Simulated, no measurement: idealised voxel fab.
This section sets out a process module, namely voxel ribs on slabs.
For reference, the cross-section in this document is cut, with width 150 nm and square cells of 5 nm.
A cross-section in this document is a grid of square cells, and it is written down as bands, the top band listed before the ones below it; a band is made up of one or more rows of cells.
The band entry comprises the height of the band's top followed by the height of its bottom, expressed in nm, and subsequently the band's materials from left to right, each stated together with its width in nm. Where a single material is marked with the word "all across", that material fills the band from edge to edge. The word "blank" represents empty space.
Heights are measured from 0, the level below which the as-received wafer is all one material; the lowest band has no bottom and continues downward, written as in "0..down".
Quick explanation for "30..40": the width changes in equal steps down the rows of cells, from the first number in the band's top row to the second number in its bottom row.
"no alterations made" after a step means that no cell of the cross-section changed.
Empty spaces without an open route to the top, at least 8 cells in extent, make up the entry "Fully enclosed voids"; each is given as width x height at distance, where the distance is measured from the left edge, and all are in nm.
after a step's settings: what the simulator itself notes on the step
overlay nm: right-of-plan distance of the mask on a masked step; negative values mean left-of-plan.
This section lists the process steps that were planned
1 RECEIVE | material Si
2 DIRECTIONAL_DEP | material SiO2 | thk nm 25
3 DIRECTIONAL_DEP | material polySi | thk nm 25
4 MASKED_ETCH | tone cover | mask id RIB | width nm 20 | etch materials polySi | depth nm 5 | overlay nm 0
5 MASKED_ETCH | tone cover | mask id SLAB | width nm 50 | etch materials polySi | depth nm 20 | overlay nm 0
6 FILL_DEP | material SiO2 | thk nm 25
7 CMP | height nm 65
8 DIRECTIONAL_DEP | material W | thk nm 5
9 DIRECTIONAL_DEP | material aC | thk nm 10
10 PATTERN | tone cover | mask id HEATER | material resist | width nm 30 | thk nm 25 | overlay nm 0
11 DIRECTIONAL_ETCH | etch materials aC | depth nm 10
12 STRIP | etch materials resist
13 DIRECTIONAL_ETCH | etch materials W | depth nm 5
14 STRIP | etch materials aC
15 CONFORMAL_DEP | material SiN | thk nm 5
Variable across wafers: step 15 thk nm (plan value is that of the first wafer; starting state common to all).
Cross-section of the first of several wafers as received (after step 1)
* 0..down | Si all across
* Fully enclosed voids: none
Each wafer at the end: cells of each material gained (+) or lost (-) since it was received, then its closed voids
thk nm 5; +32 SiN; +346 SiO2; +6 W; +44 polySi; Fully enclosed voids: none
thk nm 10; +64 SiN; +346 SiO2; +6 W; +44 polySi; Fully enclosed voids: none
thk nm 15; +96 SiN; +346 SiO2; +6 W; +44 polySi; Fully enclosed voids: none
thk nm 20; +128 SiN; +346 SiO2; +6 W; +44 polySi; Fully enclosed voids: none
